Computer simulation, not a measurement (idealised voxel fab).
The following is a process module called voxel wiring stack.
Cross-section cut: width 300 nm, square cells of 5 nm.
Reading order for cross-sections: top band down to bottom band. Underlying form: a grid of square cells. Band size: one or more rows of cells. What a band's entry tells you: where the top is and where the bottom is, as heights in nm, and after that what lies inside, material by material from left to right, each with its width in nm. Empty space is written as the word "blank", and a single material marked with the word "edge to edge" occupies the band from edge to edge. Beneath 0, the wafer as received is one material, and that level is where height counting begins. The lowest band goes on downward without a bottom; it is written like "0 nm and below". You'd read "30->40" like this: the band's top row of cells is as wide as the first number, its bottom row is as wide as the second, and going down, every row changes width by the same amount as the row before did. What does "no modification" mean for a step? It means no cell of the cross-section changed in that step. Voids not open to the top, 8 cells minimum: see "Completely enclosed voids". Written width x height at distance; distance is from the left edge; nm. Note: text after step settings on the step line = simulator remark on that step. overlay nm: where the mask lay relative to plan, measured to the right, on steps with a mask; negatives go left.

Process steps foreseen in the plan
- 1: RECEIVE, material Si
- 2: CONFORMAL_DEP, material SiO2, thk nm 10
- 3: DIRECTIONAL_DEP, material TiN, thk nm 5
- 4: DIRECTIONAL_DEP, material W, thk nm 15
- 5: PATTERN, tone cover, mask id METAL_1, material resist, width nm 30, pitch nm 50, thk nm 20, overlay nm 0
- 6: DIRECTIONAL_ETCH, etch materials W, depth nm 15
- 7: DIRECTIONAL_ETCH, etch materials TiN, depth nm 5
- 8: STRIP, etch materials resist
- 9: FILL_DEP, material lowk, thk nm 10
- 10: CMP, height nm 30
- 11: CONFORMAL_DEP, material SiCN, thk nm 5
- 12: DIRECTIONAL_DEP, material lowk, thk nm 10
- 13: PATTERN, tone open, mask id PLUG_1, material resist, width nm 15, pitch nm 50, thk nm 20, overlay nm 0
- 14: DIRECTIONAL_ETCH, etch materials lowk, depth nm 10
- 15: DIRECTIONAL_ETCH, etch materials SiCN, depth nm 5
- 16: STRIP, etch materials resist
- 17: EPI, material Ru, thk nm 10
- 18: EPI, material Ru, thk nm 5
- 19: CONFORMAL_DEP, material SiCN, thk nm 5
- 20: DIRECTIONAL_DEP, material SiO2, thk nm 15
- 21: DIRECTIONAL_DEP, material aC, thk nm 10
- 22: PATTERN, tone open, mask id METAL_2, material resist, width nm 30, pitch nm 50, thk nm 30, overlay nm 0
- 23: DIRECTIONAL_ETCH, etch materials aC, depth nm 10
- 24: STRIP, etch materials resist
- 25: DIRECTIONAL_ETCH, etch materials SiO2, depth nm 15
- 26: DIRECTIONAL_ETCH, etch materials SiCN, depth nm 5
- 27: STRIP, etch materials aC
- 28: CONFORMAL_DEP, material TiN, thk nm 5
- 29: FILL_DEP, material Ru, thk nm 10
- 30: CMP, height nm 65
- 31: EPI, material Ru, thk nm 5
- 32: FILL_DEP, material SiCN, thk nm 5

Cross-section of the wafer as it came to us, i.e., already through step 1
- 0 nm and below = Si edge to edge
- Completely enclosed voids: none

Wafer cross-section at module end: first of two, run to plan
- 75 nm to 70 nm = SiCN edge to edge
- 70 nm to 65 nm = SiCN 80 nm / Ru 40 nm / SiCN 10 nm / Ru 40 nm / SiCN 10 nm / Ru 40 nm / SiCN 80 nm
- 65 nm to 50 nm = SiO2 85 nm / TiN 5 nm / Ru 20 nm / TiN 5 nm / SiO2 20 nm / TiN 5 nm / Ru 20 nm / TiN 5 nm / SiO2 20 nm / TiN 5 nm / Ru 20 nm / TiN 5 nm / SiO2 85 nm
- 50 nm to 45 nm = SiCN 85 nm / TiN 30 nm / SiCN 20 nm / TiN 30 nm / SiCN 20 nm / TiN 30 nm / SiCN 85 nm
- 45 nm to 35 nm = lowk 85 nm / Ru 15 nm / lowk 35 nm / Ru 15 nm / lowk 35 nm / Ru 15 nm / lowk 100 nm
- 35 nm to 30 nm = SiCN 85 nm / Ru 15 nm / SiCN 35 nm / Ru 15 nm / SiCN 35 nm / Ru 15 nm / SiCN 100 nm
- 30 nm to 15 nm = lowk 85 nm / W 30 nm / lowk 20 nm / W 30 nm / lowk 20 nm / W 30 nm / lowk 85 nm
- 15 nm to 10 nm = lowk 85 nm / TiN 30 nm / lowk 20 nm / TiN 30 nm / lowk 20 nm / TiN 30 nm / lowk 85 nm
- 10 nm to 0 nm = SiO2 edge to edge
- 0 nm and below = Si edge to edge
- Completely enclosed voids: none

End of module, second wafer, cross-section. Started like the first, planned like the first, run with one mistake
- 75 nm to 70 nm = SiCN edge to edge
- 70 nm to 65 nm = SiCN 80 nm / Ru 40 nm / SiCN 10 nm / Ru 40 nm / SiCN 10 nm / Ru 40 nm / SiCN 80 nm
- 65 nm to 55 nm = SiO2 85 nm / TiN 5 nm / Ru 20 nm / TiN 5 nm / SiO2 20 nm / TiN 5 nm / Ru 20 nm / TiN 5 nm / SiO2 20 nm / TiN 5 nm / Ru 20 nm / TiN 5 nm / SiO2 85 nm
- 55 nm to 50 nm = SiO2 75 nm / SiCN 10 nm / TiN 30 nm / SiO2 10 nm / SiCN 10 nm / TiN 30 nm / SiO2 10 nm / SiCN 10 nm / TiN 30 nm / SiO2 85 nm
- 50 nm to 45 nm = SiCN 80 nm / Ru 25 nm / SiCN 5 nm / TiN 5 nm / SiCN 15 nm / Ru 25 nm / SiCN 5 nm / TiN 5 nm / SiCN 15 nm / Ru 25 nm / SiCN 5 nm / TiN 5 nm / SiCN 85 nm
- 45 nm to 35 nm = lowk 85 nm / Ru 15 nm / lowk 35 nm / Ru 15 nm / lowk 35 nm / Ru 15 nm / lowk 100 nm
- 35 nm to 30 nm = W edge to edge
- 30 nm to 15 nm = lowk 85 nm / W 30 nm / lowk 20 nm / W 30 nm / lowk 20 nm / W 30 nm / lowk 85 nm
- 15 nm to 10 nm = lowk 85 nm / TiN 30 nm / lowk 20 nm / TiN 30 nm / lowk 20 nm / TiN 30 nm / lowk 85 nm
- 10 nm to 0 nm = SiO2 edge to edge
- 0 nm and below = Si edge to edge
- Completely enclosed voids: none
What went wrong in running the wafer? step 11 changed vs plan, executed as CONFORMAL_DEP, material W, thk nm 5
At the finish, the second wafer shows more or fewer cells for some materials than the first does: 6 fewer of Ru, 45 fewer of SiCN, 6 fewer of SiO2, 3 fewer of TiN, 60 more of W
